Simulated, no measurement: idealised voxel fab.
The following is a process module called voxel lift off.
Cross-sectional view cut (width: 140 nm; square cell size: 5 nm).
This document writes a cross-section as a grid whose cells are square, and gives it as bands, listed from the top down; one or more rows of cells form a band.
It is stipulated that each band's entry specify, in nanometres, the height of the top of the band and then that of its bottom, followed by the materials of the band in left-to-right sequence, each together with its width in nanometres. A single material marked by the word "all across" is understood to fill the band from edge to edge; the word "empty" is understood to denote empty space.
Measure heights from 0. That's the level where, below it, the as-received wafer is all one material. The lowest band is bottomless and extends downward; write it as in "from 0 down".
Think of "30..40" as a width that walks from the first number to the second as you go down the band, top row to bottom row, taking equal-sized steps from row to row.
Any step labelled "nothing altered" changed none of the cells in the cross-section.
In the "Entrapped voids" entry, you get each enclosed empty space of 8 cells or more, one with no open way to the top, written width x height at distance, distance from the left edge, in nm.
Past the settings on a step's line: simulator remark, on that step.
"overlay nm" denotes, for a step that has a mask, the displacement of the mask to the right of its planned place, with negative values corresponding to the left.

### Process steps - plan
1,RECEIVE | material Si
2,CONFORMAL_DEP | material Al2O3 | thk nm 10
3,PATTERN | tone open | mask id LINES | material resist | width nm 20 | pitch nm 35 | thk nm 25 | overlay nm 0
4,DIRECTIONAL_DEP | material Ru | thk nm 10
5,STRIP | etch materials resist
6,CONFORMAL_DEP | material SiCN | thk nm 10

### Cross-section of the wafer upon arrival, representing the state reached after step 1
> from 0 down  Si all across
> Entrapped voids: none

### The cross-section shown corresponds to the wafer at the conclusion of the module. The initial structure and the process plan are those presented above; however, one mistake occurred in executing the plan
> from 35 to 25  empty: 25; SiCN: 85; empty: 30
> from 25 to 20  SiCN all across
> from 20 to 10  SiCN: 40; Ru: 20; SiCN: 15; Ru: 20; SiCN: 45
> from 10 to 0  Al2O3 all across
> from 0 down  Si all across
> Entrapped voids: none
Error vs. plan: step 6 was not run as planned; what actually ran was CONFORMAL_DEP | material SiCN | thk nm 15
